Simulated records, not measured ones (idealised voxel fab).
process module | voxel wiring stack
cross-section cut | 195 nm wide | cells 5 nm
A cross-section is a grid of square cells, given in bands from the top down. A band is one or more rows of cells.
Each band's line starts with the height of the band's top and of its bottom, in nm. Then come its materials from left to right, each with its width in nm. One material with "throughout" fills the band from edge to edge. "air" is empty space.
Height 0 is the level under which the wafer as received is all one material. The lowest band goes on downwards, as in "0 down".
A width such as "30 to 40" changes by the same amount from each row of cells to the next, from the band's top row to its bottom row.
"no change" after a step means that no cell of the cross-section changed.
closed voids: empty space of 8 cells or more with no open way to the top, each as width x height at its distance from the left edge, in nm
after a step's settings: what the simulator itself notes on the step
overlay nm, on a step with a mask: how far to the right of its planned place the mask lay; to the left if negative
plan
1 op RECEIVE | material Si
2 op CONFORMAL_DEP | material SiO2 | thk nm 15
3 op CONFORMAL_DEP | material SiN | thk nm 5
4 op DIRECTIONAL_DEP | material SiO2 | thk nm 25
5 op DIRECTIONAL_DEP | material aC | thk nm 10
6 op PATTERN | tone open | mask id METAL_1 | material resist | width nm 25 | pitch nm 45 | thk nm 25 | overlay nm 0
7 op DIRECTIONAL_ETCH | etch materials aC | depth nm 10
8 op STRIP | etch materials resist
9 op DIRECTIONAL_ETCH | etch materials SiO2 | depth nm 25
10 op DIRECTIONAL_ETCH | etch materials SiN | depth nm 5
11 op STRIP | etch materials aC
12 op CONFORMAL_DEP | material TiN | thk nm 5
13 op FILL_DEP | material Ru | thk nm 5
14 op CMP | height nm 45
15 op EPI | material Ru | thk nm 5
16 op FILL_DEP | material SiCN | thk nm 5
17 op DIRECTIONAL_DEP | material SiO2 | thk nm 30
18 op DIRECTIONAL_DEP | material aC | thk nm 15
19 op PATTERN | tone open | mask id METAL_2 | material resist | width nm 25 | pitch nm 45 | thk nm 30 | overlay nm 0
20 op DIRECTIONAL_ETCH | etch materials aC | depth nm 15
21 op STRIP | etch materials resist
22 op DIRECTIONAL_ETCH | etch materials SiO2 | depth nm 15
23 op STRIP | etch materials aC
24 op DIRECTIONAL_DEP | material aC | thk nm 10
25 op PATTERN | tone open | mask id METAL_2_HOLES | material resist | width nm 15 | pitch nm 90 | thk nm 30 | overlay nm 0
26 op DIRECTIONAL_ETCH | etch materials aC | depth nm 10
27 op STRIP | etch materials resist
28 op DIRECTIONAL_ETCH | etch materials SiO2 | depth nm 15
29 op DIRECTIONAL_ETCH | etch materials SiCN | depth nm 5
30 op STRIP | etch materials aC
31 op CONFORMAL_DEP | material TiN | thk nm 5
32 op FILL_DEP | material Cu | thk nm 5
33 op CMP | height nm 85
34 op CONFORMAL_DEP | material SiCN | thk nm 5
35 op DIRECTIONAL_DEP | material lowk | thk nm 10
36 op DIRECTIONAL_DEP | material aC | thk nm 15
37 op PATTERN | tone open | mask id PLUG_2 | material resist | width nm 15 | pitch nm 45 | thk nm 30 | overlay nm 0
38 op DIRECTIONAL_ETCH | etch materials aC | depth nm 15
39 op STRIP | etch materials resist
40 op DIRECTIONAL_ETCH | etch materials lowk | depth nm 10
41 op DIRECTIONAL_ETCH | etch materials SiCN | depth nm 5
42 op STRIP | etch materials aC
43 op CONFORMAL_DEP | material TiN | thk nm 5
44 op FILL_DEP | material Ru | thk nm 10
45 op CMP | height nm 100
46 op DIRECTIONAL_DEP | material TiN | thk nm 5
47 op DIRECTIONAL_DEP | material W | thk nm 15
48 op MASKED_ETCH | tone cover | mask id METAL_3 | width nm 25 | pitch nm 45 | etch materials W | depth nm 15 | overlay nm 0
49 op MASKED_ETCH | tone cover | mask id METAL_3 | width nm 25 | pitch nm 45 | etch materials TiN | depth nm 5 | overlay nm 0
50 op CONFORMAL_DEP | material SiN | thk nm 5
51 op FILL_DEP | material lowk | thk nm 5
52 op CMP | height nm 120
53 op CONFORMAL_DEP | material SiN | thk nm 5
as received, after step 1
  0 down: Si throughout
  closed voids: none
a wafer at the end: this start, this plan, one mistake
  125 to 120: SiN throughout
  120 to 115: lowk throughout
  115 to 110: lowk 35 | SiN 35 | lowk 10 | SiN 35 | lowk 10 | SiN 35 | lowk 35
  110 to 95: lowk 35 | SiN 5 | W 25 | SiN 5 | lowk 10 | SiN 5 | W 25 | SiN 5 | lowk 10 | SiN 5 | W 25 | SiN 5 | lowk 35
  95 to 90: SiN 40 | TiN 25 | SiN 20 | TiN 25 | SiN 20 | TiN 25 | SiN 40
  90 to 85: SiCN 40 | TiN 15 | SiCN 30 | TiN 15 | SiCN 30 | TiN 15 | SiCN 50
  85 to 75: SiO2 40 | TiN 5 | Cu 15 | TiN 5 | SiO2 20 | TiN 5 | Cu 15 | TiN 5 | SiO2 20 | TiN 5 | Cu 15 | TiN 5 | SiO2 40
  75 to 70: SiO2 40 | TiN 5 | Cu 5 | TiN 15 | SiO2 20 | TiN 25 | SiO2 20 | TiN 5 | Cu 5 | TiN 15 | SiO2 40
  70 to 55: SiO2 40 | TiN 5 | Cu 5 | TiN 5 | SiO2 75 | TiN 5 | Cu 5 | TiN 5 | SiO2 50
  55 to 50: SiCN 40 | TiN 15 | SiCN 75 | TiN 15 | SiCN 50
  50 to 45: SiCN 35 | Ru 35 | SiCN 10 | Ru 35 | SiCN 10 | Ru 35 | SiCN 35
  45 to 20: SiO2 40 | TiN 5 | Ru 15 | TiN 5 | SiO2 20 | TiN 5 | Ru 15 | TiN 5 | SiO2 20 | TiN 5 | Ru 15 | TiN 5 | SiO2 40
  20 to 15: SiN 40 | TiN 25 | SiN 20 | TiN 25 | SiN 20 | TiN 25 | SiN 40
  15 to 0: SiO2 throughout
  0 down: Si throughout
  closed voids: none
what went wrong: step 45 ran as: op CMP | height nm 90
